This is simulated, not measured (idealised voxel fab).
process module | voxel self aligned contacts
cross-section cut | 290 nm wide | cells 5 nm
A cross-section is a grid of square cells, given in bands from the top down. A band is one or more rows of cells.
Each band's line starts with the height of the band's top and of its bottom, in nm. Then come its materials from left to right, each with its width in nm. One material with "throughout" fills the band from edge to edge. "air" is empty space.
Height 0 is the level under which the wafer as received is all one material. The lowest band goes on downwards, as in "0 down".
A width such as "30 to 40" changes by the same amount from each row of cells to the next, from the band's top row to its bottom row.
"no change" after a step means that no cell of the cross-section changed.
closed voids: empty space of 8 cells or more with no open way to the top, each as width x height at its distance from the left edge, in nm
after a step's settings: what the simulator itself notes on the step
overlay nm, on a step with a mask: how far to the right of its planned place the mask lay; to the left if negative
Each pair below shows a cross-section before one step and the cross-section after it, down to the lowest band that changed. The line under each pair gives the step between them, with its settings. The pairs can come from different runs of this module on the same starting wafer, so a pair continues from the pair above only where its "before" says so.
before
  65 to 55: SiO2 100 | air 45 | SiO2 15 | air 45 | SiO2 85
  55 to 30: SiO2 60 | SiN 45 | air 15 | SiN 45 | air 15 | SiN 45 | SiO2 65
  30 to 5: SiO2 60 | SiN 10 | polySi 25 | SiN 10 | air 15 | SiN 10 | polySi 25 | SiN 10 | air 15 | SiN 10 | polySi 25 | SiN 10 | SiO2 65
  5 to 0: SiO2 105 | air 15 | SiO2 45 | air 15 | SiO2 110
  0 down: Si throughout
  closed voids: none
after
  70 to 65: TiN 105 | air 35 | TiN 25 | air 35 | TiN 90
  65 to 55: SiO2 100 | TiN 5 to 10 | air 35 to 5 | TiN 5 to 30 | SiO2 15 | TiN 5 to 10 | air 35 to 5 | TiN 5 to 30 | SiO2 85
  55 to 30: SiO2 60 | SiN 45 | TiN 5 | air 5 | TiN 5 | SiN 45 | TiN 5 | air 5 | TiN 5 | SiN 45 | SiO2 65
  30 to 5: SiO2 60 | SiN 10 | polySi 25 | SiN 10 | TiN 5 | air 5 | TiN 5 | SiN 10 | polySi 25 | SiN 10 | TiN 5 | air 5 | TiN 5 | SiN 10 | polySi 25 | SiN 10 | SiO2 65
  5 to 0: SiO2 105 | TiN 15 | SiO2 45 | TiN 15 | SiO2 110
  below 0: unchanged
  closed voids: none
the step between: op CONFORMAL_DEP | material TiN | thk nm 5
before: the cross-section after the pair above
after
  80 to 70: W throughout
  70 to 65: TiN 105 | W 35 | TiN 25 | W 35 | TiN 90
  65 to 55: SiO2 100 | TiN 5 to 10 | W 35 to 5 | TiN 5 to 30 | SiO2 15 | TiN 5 to 10 | W 35 to 5 | TiN 5 to 30 | SiO2 85
  55 to 30: SiO2 60 | SiN 45 | TiN 5 | W 5 | TiN 5 | SiN 45 | TiN 5 | W 5 | TiN 5 | SiN 45 | SiO2 65
  30 to 5: SiO2 60 | SiN 10 | polySi 25 | SiN 10 | TiN 5 | W 5 | TiN 5 | SiN 10 | polySi 25 | SiN 10 | TiN 5 | W 5 | TiN 5 | SiN 10 | polySi 25 | SiN 10 | SiO2 65
  below 5: unchanged
  closed voids: none
the step between: op FILL_DEP | material W | thk nm 10
before: the cross-section after the pair above
after
  65 to 55: SiO2 100 | TiN 5 to 10 | W 35 to 5 | TiN 5 to 30 | SiO2 15 | TiN 5 to 10 | W 35 to 5 | TiN 5 to 30 | SiO2 85
  below 55: unchanged
  closed voids: none
the step between: op CMP | height nm 65
before: the cross-section after the pair above
after
  70 to 65: SiCN throughout
  below 65: unchanged
  closed voids: none
the step between: op CONFORMAL_DEP | material SiCN | thk nm 5
before
  65 to 55: SiO2 90 | TiN 5 to 20 | W 35 to 5 | TiN 5 to 20 | SiO2 15 | TiN 5 to 20 | W 35 to 5 | TiN 5 to 20 | SiO2 95
  55 to 30: SiO2 60 | SiN 45 | TiN 5 | W 5 | TiN 5 | SiN 45 | TiN 5 | W 5 | TiN 5 | SiN 45 | SiO2 65
  30 to 5: SiO2 60 | SiN 10 | polySi 25 | SiN 10 | TiN 5 | W 5 | TiN 5 | SiN 10 | polySi 25 | SiN 10 | TiN 5 | W 5 | TiN 5 | SiN 10 | polySi 25 | SiN 10 | SiO2 65
  5 to 0: SiO2 105 | TiN 15 | SiO2 45 | TiN 15 | SiO2 110
  0 down: Si throughout
  closed voids: none
after
  70 to 65: SiN throughout
  below 65: unchanged
  closed voids: none
the step between: op CONFORMAL_DEP | material SiN | thk nm 5
before
  55 to 30: SiN throughout
  30 to 5: polySi throughout
  5 to 0: SiO2 throughout
  0 down: Si throughout
  closed voids: none
after
  70 to 55: resist 70 | air 25 | resist 35 | air 25 | resist 35 | air 25 | resist 75
  below 55: unchanged
  closed voids: none
the step between: op PATTERN | tone open | mask id GATE | material resist | width nm 25 | pitch nm 60 | thk nm 15 | overlay nm 0
before: the cross-section after the pair above
after
  70 to 55: resist 70 | air 25 | resist 35 | air 25 | resist 35 | air 25 | resist 75
  55 to 30: SiN 70 | air 25 | SiN 35 | air 25 | SiN 35 | air 25 | SiN 75
  below 30: unchanged
  closed voids: none
the step between: op DIRECTIONAL_ETCH | etch materials SiN | depth nm 25
before: the cross-section after the pair above
after
  70 to 55: resist 70 | air 25 | resist 35 | air 25 | resist 35 | air 25 | resist 75
  55 to 30: SiN 70 | air 25 | SiN 35 | air 25 | SiN 35 | air 25 | SiN 75
  30 to 5: polySi 70 | air 25 | polySi 35 | air 25 | polySi 35 | air 25 | polySi 75
  below 5: unchanged
  closed voids: none
the step between: op DIRECTIONAL_ETCH | etch materials polySi | depth nm 25
before: the cross-section after the pair above
after
  55 to 30: SiN 70 | air 25 | SiN 35 | air 25 | SiN 35 | air 25 | SiN 75
  below 30: unchanged
  closed voids: none
the step between: op STRIP | etch materials resist
before: the cross-section after the pair above
after
  65 to 30: SiN 80 | air 5 | SiN 55 | air 5 | SiN 55 | air 5 | SiN 85
  30 to 15: polySi 70 | SiN 10 | air 5 | SiN 10 | polySi 35 | SiN 10 | air 5 | SiN 10 | polySi 35 | SiN 10 | air 5 | SiN 10 | polySi 75
  15 to 5: polySi 70 | SiN 25 | polySi 35 | SiN 25 | polySi 35 | SiN 25 | polySi 75
  below 5: unchanged
  closed voids: none
the step between: op CONFORMAL_DEP | material SiN | thk nm 10
before: the cross-section after the pair above
after
  55 to 30: SiN 80 | air 5 | SiN 55 | air 5 | SiN 55 | air 5 | SiN 85
  30 to 5: polySi 70 | SiN 10 | air 5 | SiN 10 | polySi 35 | SiN 10 | air 5 | SiN 10 | polySi 35 | SiN 10 | air 5 | SiN 10 | polySi 75
  below 5: unchanged
  closed voids: none
the step between: op DIRECTIONAL_ETCH | etch materials SiN | depth nm 10
before: the cross-section after the pair above
after
  70 to 55: SiO2 throughout
  55 to 30: SiN 80 | SiO2 5 | SiN 55 | SiO2 5 | SiN 55 | SiO2 5 | SiN 85
  30 to 5: polySi 70 | SiN 10 | SiO2 5 | SiN 10 | polySi 35 | SiN 10 | SiO2 5 | SiN 10 | polySi 35 | SiN 10 | SiO2 5 | SiN 10 | polySi 75
  below 5: unchanged
  closed voids: none
the step between: op FILL_DEP | material SiO2 | thk nm 15
before: the cross-section after the pair above
after
  65 to 55: SiO2 throughout
  below 55: unchanged
  closed voids: none
the step between: op CMP | height nm 65
before: the cross-section after the pair above
after
  75 to 65: aC throughout
  below 65: unchanged
  closed voids: none
the step between: op DIRECTIONAL_DEP | material aC | thk nm 10
before: the cross-section after the pair above
after
  105 to 75: resist 90 | air 45 | resist 15 | air 45 | resist 95
  below 75: unchanged
  closed voids: none
the step between: op PATTERN | tone open | mask id CONTACT | material resist | width nm 45 | pitch nm 60 | thk nm 30 | overlay nm 0
before: the cross-section after the pair above
after
  95 to 75: resist 90 | air 45 | resist 15 | air 45 | resist 95
  75 to 65: aC 90 | air 45 | aC 15 | air 45 | aC 95
  below 65: unchanged
  closed voids: none
the step between: op DIRECTIONAL_ETCH | etch materials aC | depth nm 10
before: the cross-section after the pair above
after
  75 to 65: aC 90 | air 45 | aC 15 | air 45 | aC 95
  below 65: unchanged
  closed voids: none
the step between: op STRIP | etch materials resist
before: the cross-section after the pair above
after
  75 to 65: aC 90 | air 45 | aC 15 | air 45 | aC 95
  65 to 55: SiO2 90 | air 45 | SiO2 15 | air 45 | SiO2 95
  below 55: unchanged
  closed voids: none
the step between: op DIRECTIONAL_ETCH | etch materials SiO2 | depth nm 65
before: the cross-section after the pair above
after
  65 to 55: SiO2 90 | air 45 | SiO2 15 | air 45 | SiO2 95
  below 55: unchanged
  closed voids: none
the step between: op STRIP | etch materials aC
before: the cross-section after the pair above
after
  70 to 65: TiN 95 | air 35 | TiN 25 | air 35 | TiN 100
  65 to 60: SiO2 90 | TiN 5 | air 35 | TiN 5 | SiO2 15 | TiN 5 | air 35 | TiN 5 | SiO2 95
  60 to 55: SiO2 90 | TiN 45 | SiO2 15 | TiN 45 | SiO2 95
  below 55: unchanged
  closed voids: none
the step between: op CONFORMAL_DEP | material TiN | thk nm 5
before: the cross-section after the pair above
after
  80 to 70: W throughout
  70 to 65: TiN 95 | W 35 | TiN 25 | W 35 | TiN 100
  65 to 60: SiO2 90 | TiN 5 | W 35 | TiN 5 | SiO2 15 | TiN 5 | W 35 | TiN 5 | SiO2 95
  below 60: unchanged
  closed voids: none
the step between: op FILL_DEP | material W | thk nm 10
before: the cross-section after the pair above
after
  65 to 60: SiO2 90 | TiN 5 | W 35 | TiN 5 | SiO2 15 | TiN 5 | W 35 | TiN 5 | SiO2 95
  below 60: unchanged
  closed voids: none
the step between: op CMP | height nm 65
before: the cross-section after the pair above
after
  70 to 65: SiCN throughout
  below 65: unchanged
  closed voids: none
the step between: op CONFORMAL_DEP | material SiCN | thk nm 5
